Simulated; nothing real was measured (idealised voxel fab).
process module | voxel capacitor over wiring
cross-section cut | 290 nm wide | cells 5 nm
A cross-section is a grid of square cells, given in bands from the top down. A band is one or more rows of cells.
Each band's line starts with the height of the band's top and of its bottom, in nm. Then come its materials from left to right, each with its width in nm. One material with "throughout" fills the band from edge to edge. "air" is empty space.
Height 0 is the level under which the wafer as received is all one material. The lowest band goes on downwards, as in "0 down".
A width such as "30 to 40" changes by the same amount from each row of cells to the next, from the band's top row to its bottom row.
"no change" after a step means that no cell of the cross-section changed.
closed voids: empty space of 8 cells or more with no open way to the top, each as width x height at its distance from the left edge, in nm
after a step's settings: what the simulator itself notes on the step
overlay nm, on a step with a mask: how far to the right of its planned place the mask lay; to the left if negative
plan
1 op RECEIVE | material Si
2 op CONFORMAL_DEP | material SiO2 | thk nm 15
3 op CONFORMAL_DEP | material SiN | thk nm 5
4 op DIRECTIONAL_DEP | material SiO2 | thk nm 25
5 op PATTERN | tone open | mask id METAL_1 | material resist | width nm 30 | pitch nm 100 | thk nm 20 | overlay nm 0
6 op DIRECTIONAL_ETCH | etch materials SiO2 | depth nm 15
7 op DIRECTIONAL_ETCH | etch materials SiN | depth nm 5
8 op STRIP | etch materials resist
9 op CONFORMAL_DEP | material TiN | thk nm 5
10 op FILL_DEP | material Cu | thk nm 10
11 op CMP | height nm 45
12 op CONFORMAL_DEP | material SiCN | thk nm 5
13 op DIRECTIONAL_DEP | material SiO2 | thk nm 15
14 op MASKED_ETCH | tone open | mask id PLUG_1 | width nm 15 | etch materials SiO2 | depth nm 15 | overlay nm 0
15 op MASKED_ETCH | tone open | mask id PLUG_1 | width nm 15 | etch materials SiCN | depth nm 5 | overlay nm 0
16 op CONFORMAL_DEP | material TiN | thk nm 5
17 op FILL_DEP | material Cu | thk nm 10
18 op CMP | height nm 65
19 op DIRECTIONAL_DEP | material TiN | thk nm 10
20 op DIRECTIONAL_DEP | material Al2O3 | thk nm 5
21 op DIRECTIONAL_DEP | material TiN | thk nm 10
22 op MASKED_ETCH | tone cover | mask id UPPER_PLATE | width nm 75 | etch materials TiN | depth nm 10 | overlay nm 0
23 op MASKED_ETCH | tone cover | mask id UPPER_PLATE | width nm 75 | etch materials Al2O3 | depth nm 5 | overlay nm 0
24 op MASKED_ETCH | tone cover | mask id LOWER_PLATE | width nm 85 | etch materials TiN | depth nm 10 | overlay nm 0
25 op FILL_DEP | material SiO2 | thk nm 20
26 op CMP | height nm 105
27 op PATTERN | tone open | mask id PLUG_2 | material resist | width nm 15 | thk nm 20 | overlay nm 0
28 op DIRECTIONAL_ETCH | etch materials SiO2 | depth nm 15
29 op STRIP | etch materials resist
30 op CONFORMAL_DEP | material TiN | thk nm 5
31 op FILL_DEP | material W | thk nm 5
32 op CMP | height nm 105
33 op CONFORMAL_DEP | material SiCN | thk nm 5
varied across the wafers: depth nm of step 6. The plan shows the first wafer's value. All wafers start alike
first wafer as received, after step 1
  0 down: Si throughout
  closed voids: none
first wafer at the end, after step 33
  110 to 105: SiCN throughout
  105 to 95: SiO2 105 | TiN 5 | W 5 | TiN 5 | SiO2 170
  95 to 90: SiO2 105 | TiN 15 | SiO2 170
  90 to 80: SiO2 95 | TiN 75 | SiO2 120
  80 to 75: SiO2 95 | Al2O3 75 | SiO2 120
  75 to 65: SiO2 90 | TiN 85 | SiO2 115
  65 to 50: SiO2 95 | TiN 5 | Cu 5 | TiN 5 | SiO2 180
  50 to 45: SiCN 95 | TiN 15 | SiCN 180
  45 to 35: SiO2 80 | TiN 5 | Cu 20 | TiN 5 | SiO2 70 | TiN 5 | Cu 20 | TiN 5 | SiO2 80
  35 to 30: SiO2 80 | TiN 30 | SiO2 70 | TiN 30 | SiO2 80
  30 to 20: SiO2 throughout
  20 to 15: SiN throughout
  15 to 0: SiO2 throughout
  0 down: Si throughout
  closed voids: none
last wafer at the end
  110 to 105: SiCN throughout
  105 to 95: SiO2 105 | TiN 5 | W 5 | TiN 5 | SiO2 170
  95 to 90: SiO2 105 | TiN 15 | SiO2 170
  90 to 80: SiO2 95 | TiN 75 | SiO2 120
  80 to 75: SiO2 95 | Al2O3 75 | SiO2 120
  75 to 65: SiO2 90 | TiN 85 | SiO2 115
  65 to 50: SiO2 95 | TiN 5 | Cu 5 | TiN 5 | SiO2 180
  50 to 45: SiCN 95 | TiN 15 | SiCN 180
  45 to 20: SiO2 80 | TiN 5 | Cu 20 | TiN 5 | SiO2 70 | TiN 5 | Cu 20 | TiN 5 | SiO2 80
  20 to 15: SiN 80 | TiN 30 | SiN 70 | TiN 30 | SiN 80
  15 to 0: SiO2 throughout
  0 down: Si throughout
  closed voids: none
each wafer at the end: cells of each material gained (+) or lost (-) since it was received, then its closed voids
depth nm 15 | +15 Al2O3 | +19 Cu | +113 SiCN | +58 SiN | +969 SiO2 | +100 TiN | +2 W | closed voids: none
depth nm 20 | +15 Al2O3 | +27 Cu | +113 SiCN | +58 SiN | +957 SiO2 | +104 TiN | +2 W | closed voids: none
depth nm 25 | +15 Al2O3 | +43 Cu | +113 SiCN | +46 SiN | +945 SiO2 | +112 TiN | +2 W | closed voids: none
depth nm 30 | +15 Al2O3 | +43 Cu | +113 SiCN | +46 SiN | +945 SiO2 | +112 TiN | +2 W | closed voids: none
depth nm 35 | +15 Al2O3 | +43 Cu | +113 SiCN | +46 SiN | +945 SiO2 | +112 TiN | +2 W | closed voids: none
depth nm 40 | +15 Al2O3 | +43 Cu | +113 SiCN | +46 SiN | +945 SiO2 | +112 TiN | +2 W | closed voids: none
